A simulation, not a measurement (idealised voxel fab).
Process module in this document: voxel capacitor over wiring
Section shown: cut. Width: 235 nm. Cell size: 5 nm, square.
Cross-section layout: square cells on a grid; listed as bands, top to bottom; a band spans one or more cell rows.
Per band: top height and bottom height in nm, followed by the left-to-right materials and their widths in nm; "edge to edge" marks a single material spanning edge to edge, "blank" marks empty space.
Convention: height 0 is the level below which the wafer, as received, is all one material. The lowest band does not terminate at the bottom but continues downward, represented as "0 -> down".
A two-number width, for instance "30->40", indicates that the width is equal to the first number in the top row of the band and to the second number in the bottom row, and that it changes by a constant amount per row of cells.
Where a step carries "nothing got changed", the cross-section came out of it unchanged, cell for cell.
Basically, "Closed void catalog" tells you about the enclosed voids: empty spaces with no open way to the top, 8 cells or bigger, each written width x height at distance, where distance is from the left edge, all in nm.
after a step's settings: what the simulator itself notes on the step
"overlay nm" denotes, for a step that has a mask, the displacement of the mask to the right of its planned place, with negative values corresponding to the left.

### Process steps foreseen in the plan
1 op RECEIVE | material Si
2 op CONFORMAL_DEP | material SiO2 | thk nm 10
3 op CONFORMAL_DEP | material SiCN | thk nm 5
4 op DIRECTIONAL_DEP | material lowk | thk nm 15
5 op MASKED_ETCH | tone open | mask id METAL_1 | width nm 25 | pitch nm 90 | etch materials lowk | depth nm 15 | overlay nm 0
6 op MASKED_ETCH | tone open | mask id METAL_1 | width nm 25 | pitch nm 90 | etch materials SiCN | depth nm 5 | overlay nm 0
7 op CONFORMAL_DEP | material TiN | thk nm 5
8 op FILL_DEP | material Ru | thk nm 5
9 op CMP | height nm 30
10 op CONFORMAL_DEP | material SiCN | thk nm 5
11 op DIRECTIONAL_DEP | material SiO2 | thk nm 10
12 op DIRECTIONAL_DEP | material aC | thk nm 10
13 op PATTERN | tone open | mask id PLUG_1 | material resist | width nm 15 | thk nm 25 | overlay nm 0
14 op DIRECTIONAL_ETCH | etch materials aC | depth nm 10
15 op STRIP | etch materials resist
16 op DIRECTIONAL_ETCH | etch materials SiO2 | depth nm 10
17 op DIRECTIONAL_ETCH | etch materials SiCN | depth nm 5
18 op STRIP | etch materials aC
19 op EPI | material Ru | thk nm 10
20 op EPI | material Ru | thk nm 5
21 op DIRECTIONAL_DEP | material TiN | thk nm 10
22 op DIRECTIONAL_DEP | material Al2O3 | thk nm 5
23 op DIRECTIONAL_DEP | material TiN | thk nm 5
24 op MASKED_ETCH | tone cover | mask id UPPER_PLATE | width nm 70 | etch materials TiN | depth nm 5 | overlay nm 0
25 op MASKED_ETCH | tone cover | mask id UPPER_PLATE | width nm 70 | etch materials Al2O3 | depth nm 5 | overlay nm 0
26 op MASKED_ETCH | tone cover | mask id LOWER_PLATE | width nm 80 | etch materials TiN | depth nm 10 | overlay nm 0
27 op FILL_DEP | material SiO2 | thk nm 20
28 op CMP | height nm 80
29 op MASKED_ETCH | tone open | mask id PLUG_2 | width nm 15 | etch materials SiO2 | depth nm 15 | overlay nm 0
30 op CONFORMAL_DEP | material TiN | thk nm 5
31 op FILL_DEP | material W | thk nm 10
32 op CMP | height nm 80
33 op CONFORMAL_DEP | material SiN | thk nm 5

### Wafer as received: cross-section following step 1
0 -> down | Si edge to edge
Closed void catalog: none

### The first of the two wafers as seen in cross-section once the module was finished; processing followed the plan
85 -> 80 | SiN edge to edge
80 -> 70 | SiO2 (80), TiN (5), W (5), TiN (5), SiO2 (140)
70 -> 60 | SiO2 (80->70), TiN (15->70), SiO2 (140->95)
60 -> 55 | SiO2 (70), Al2O3 (70), SiO2 (95)
55 -> 45 | SiO2 (65), TiN (80), SiO2 (90)
45 -> 35 | SiO2 (70), Ru (15), SiO2 (150)
35 -> 30 | SiCN (70), Ru (15), SiCN (150)
30 -> 15 | lowk (60), TiN (5), Ru (15), TiN (5), lowk (65), TiN (5), Ru (15), TiN (5), lowk (60)
15 -> 10 | SiCN (60), TiN (25), SiCN (65), TiN (25), SiCN (60)
10 -> 0 | SiO2 edge to edge
0 -> down | Si edge to edge
Closed void catalog: none

### This cross-section belongs to the second wafer of two at the end of the module; the start and the plan were shared with the first, and the run included one mistake
85 -> 80 | SiN edge to edge
80 -> 70 | SiO2 (80), TiN (5), W (5), TiN (5), SiO2 (140)
70 -> 60 | SiO2 (80->85), TiN (15->55), SiO2 (140->95)
60 -> 55 | SiO2 (85), Al2O3 (55), SiO2 (95)
55 -> 50 | SiO2 (65), TiN (80), SiO2 (90)
50 -> 45 | SiO2 (65), TiN (5), Al2O3 (15), TiN (60), SiO2 (90)
45 -> 35 | SiO2 (70), TiN (15), SiO2 (150)
35 -> 30 | SiCN (70), Ru (15), SiCN (150)
30 -> 15 | lowk (60), TiN (5), Ru (15), TiN (5), lowk (65), TiN (5), Ru (15), TiN (5), lowk (60)
15 -> 10 | SiCN (60), TiN (25), SiCN (65), TiN (25), SiCN (60)
10 -> 0 | SiO2 edge to edge
0 -> down | Si edge to edge
Closed void catalog: none
Want to know what went wrong? heads up, step 19 of the plan was skipped and never actually ran
In the final state, the cell counts of the second wafer exceed or fall short of those of the first for the following materials: -6 Ru; +6 SiO2
